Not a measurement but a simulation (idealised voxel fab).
process module | voxel wiring stack
cross-section cut | 290 nm wide | cells 5 nm
A cross-section is a grid of square cells, given in bands from the top down. A band is one or more rows of cells.
Each band's line starts with the height of the band's top and of its bottom, in nm. Then come its materials from left to right, each with its width in nm. One material with "throughout" fills the band from edge to edge. "air" is empty space.
Height 0 is the level under which the wafer as received is all one material. The lowest band goes on downwards, as in "0 down".
A width such as "30 to 40" changes by the same amount from each row of cells to the next, from the band's top row to its bottom row.
"no change" after a step means that no cell of the cross-section changed.
closed voids: empty space of 8 cells or more with no open way to the top, each as width x height at its distance from the left edge, in nm
after a step's settings: what the simulator itself notes on the step
overlay nm, on a step with a mask: how far to the right of its planned place the mask lay; to the left if negative
plan
1 op RECEIVE | material Si
2 op CONFORMAL_DEP | material SiO2 | thk nm 15
3 op DIRECTIONAL_DEP | material TiN | thk nm 5
4 op DIRECTIONAL_DEP | material Ru | thk nm 25
5 op DIRECTIONAL_DEP | material aC | thk nm 10
6 op PATTERN | tone cover | mask id METAL_1 | material resist | width nm 25 | pitch nm 40 | thk nm 30 | overlay nm 0
7 op DIRECTIONAL_ETCH | etch materials aC | depth nm 10
8 op STRIP | etch materials resist
9 op DIRECTIONAL_ETCH | etch materials Ru | depth nm 25
10 op DIRECTIONAL_ETCH | etch materials TiN | depth nm 5
11 op STRIP | etch materials aC
12 op FILL_DEP | material lowk | thk nm 10
13 op CMP | height nm 45
14 op CONFORMAL_DEP | material SiCN | thk nm 5
15 op DIRECTIONAL_DEP | material SiO2 | thk nm 20
16 op PATTERN | tone open | mask id PLUG_1 | material resist | width nm 15 | pitch nm 40 | thk nm 20 | overlay nm 0
17 op DIRECTIONAL_ETCH | etch materials SiO2 | depth nm 20
18 op DIRECTIONAL_ETCH | etch materials SiCN | depth nm 5
19 op STRIP | etch materials resist
20 op EPI | material Ru | thk nm 10
21 op EPI | material Ru | thk nm 10
22 op EPI | material Ru | thk nm 5
23 op DIRECTIONAL_DEP | material TiN | thk nm 5
24 op DIRECTIONAL_DEP | material Ru | thk nm 20
25 op DIRECTIONAL_DEP | material aC | thk nm 15
26 op PATTERN | tone cover | mask id METAL_2 | material resist | width nm 25 | pitch nm 40 | thk nm 30 | overlay nm 0
27 op DIRECTIONAL_ETCH | etch materials aC | depth nm 15
28 op STRIP | etch materials resist
29 op DIRECTIONAL_ETCH | etch materials Ru | depth nm 20
30 op DIRECTIONAL_ETCH | etch materials TiN | depth nm 5
31 op STRIP | etch materials aC
32 op FILL_DEP | material lowk | thk nm 10
33 op CMP | height nm 95
34 op CONFORMAL_DEP | material SiCN | thk nm 5
35 op DIRECTIONAL_DEP | material SiO2 | thk nm 30
36 op DIRECTIONAL_DEP | material aC | thk nm 10
37 op PATTERN | tone open | mask id METAL_3 | material resist | width nm 25 | pitch nm 40 | thk nm 25 | overlay nm 0
38 op DIRECTIONAL_ETCH | etch materials aC | depth nm 10
39 op STRIP | etch materials resist
40 op DIRECTIONAL_ETCH | etch materials SiO2 | depth nm 15
41 op STRIP | etch materials aC
42 op PATTERN | tone open | mask id METAL_3_HOLES | material resist | width nm 15 | thk nm 15 | overlay nm 0
43 op DIRECTIONAL_ETCH | etch materials SiO2 | depth nm 15
44 op DIRECTIONAL_ETCH | etch materials SiCN | depth nm 5
45 op STRIP | etch materials resist
46 op CONFORMAL_DEP | material TiN | thk nm 5
47 op FILL_DEP | material Cu | thk nm 5
48 op CMP | height nm 130
49 op CONFORMAL_DEP | material SiCN | thk nm 5
50 op DIRECTIONAL_DEP | material SiO2 | thk nm 25
51 op MASKED_ETCH | tone open | mask id METAL_4_HOLES | width nm 15 | pitch nm 40 | etch materials SiO2 | depth nm 25 | overlay nm 0
52 op PATTERN | tone open | mask id METAL_4 | material resist | width nm 25 | pitch nm 40 | thk nm 20 | overlay nm 0
53 op DIRECTIONAL_ETCH | etch materials SiO2 | depth nm 15
54 op DIRECTIONAL_ETCH | etch materials SiCN | depth nm 5
55 op STRIP | etch materials resist
56 op CONFORMAL_DEP | material TiN | thk nm 5
57 op FILL_DEP | material Cu | thk nm 5
58 op CMP | height nm 160
59 op CONFORMAL_DEP | material SiCN | thk nm 5
as received, after step 1
  0 down: Si throughout
  closed voids: none
first wafer at the end, as planned
  165 to 160: SiCN throughout
  160 to 150: SiO2 110 | TiN 5 | Cu 15 | TiN 5 | SiO2 15 | TiN 5 | Cu 15 | TiN 5 | SiO2 115
  150 to 145: SiO2 110 | TiN 5 | Cu 5 | TiN 15 | SiO2 15 | TiN 5 | Cu 5 | TiN 15 | SiO2 115
  145 to 135: SiO2 110 | TiN 5 | Cu 5 | TiN 5 | SiO2 25 | TiN 5 | Cu 5 | TiN 5 | SiO2 125
  135 to 130: SiCN 110 | TiN 15 | SiCN 25 | TiN 15 | SiCN 125
  130 to 120: SiO2 110 | TiN 5 | Cu 15 | TiN 5 | SiO2 15 | TiN 5 | Cu 15 | TiN 5 | SiO2 115
  120 to 115: SiO2 110 | TiN 5 | Cu 5 | TiN 15 | SiO2 15 | TiN 25 | SiO2 115
  115 to 100: SiO2 110 | TiN 5 | Cu 5 | TiN 5 | SiO2 165
  100 to 95: SiCN 110 | TiN 15 | SiCN 165
  95 to 75: lowk 110 | Ru 25 | lowk 15 | Ru 25 | lowk 115
  75 to 70: lowk 110 | TiN 25 | lowk 15 | TiN 25 | lowk 115
  70 to 50: SiO2 110 | Ru 15 | SiO2 25 | Ru 15 | SiO2 125
  50 to 45: SiCN 110 | Ru 15 | SiCN 25 | Ru 15 | SiCN 125
  45 to 20: lowk 110 | Ru 25 | lowk 15 | Ru 25 | lowk 115
  20 to 15: lowk 110 | TiN 25 | lowk 15 | TiN 25 | lowk 115
  15 to 0: SiO2 throughout
  0 down: Si throughout
  closed voids: none
second wafer at the end: like start, like plan, one mistake
  165 to 160: SiCN throughout
  160 to 150: SiO2 110 | TiN 5 | Cu 15 | TiN 5 | SiO2 15 | TiN 5 | Cu 15 | TiN 5 | SiO2 115
  150 to 145: SiO2 110 | TiN 5 | Cu 5 | TiN 15 | SiO2 15 | TiN 5 | Cu 5 | TiN 15 | SiO2 115
  145 to 135: SiO2 110 | TiN 5 | Cu 5 | TiN 5 | SiO2 25 | TiN 5 | Cu 5 | TiN 5 | SiO2 125
  135 to 130: SiCN 110 | TiN 15 | SiCN 25 | TiN 15 | SiCN 125
  130 to 120: SiO2 110 | TiN 5 | Cu 15 | TiN 5 | SiO2 15 | TiN 5 | Cu 15 | TiN 5 | SiO2 115
  120 to 115: SiO2 110 | TiN 10 | Cu 5 | TiN 10 | SiO2 15 | TiN 25 | SiO2 115
  115 to 100: SiO2 115 | TiN 5 | Cu 5 | TiN 5 | SiO2 160
  100 to 95: SiCN 115 | TiN 15 | SiCN 160
  95 to 75: lowk 110 | Ru 25 | lowk 15 | Ru 25 | lowk 115
  75 to 70: lowk 110 | TiN 25 | lowk 15 | TiN 25 | lowk 115
  70 to 50: SiO2 110 | Ru 15 | SiO2 25 | Ru 15 | SiO2 125
  50 to 45: SiCN 110 | Ru 15 | SiCN 25 | Ru 15 | SiCN 125
  45 to 20: lowk 110 | Ru 25 | lowk 15 | Ru 25 | lowk 115
  20 to 15: lowk 110 | TiN 25 | lowk 15 | TiN 25 | lowk 115
  15 to 0: SiO2 throughout
  0 down: Si throughout
  closed voids: none
what went wrong: step 42 ran as: op PATTERN | tone open | mask id METAL_3_HOLES | material resist | width nm 15 | thk nm 15 | overlay nm 5
at the end the second wafer has, in cells: as many of each material as the first, in other places
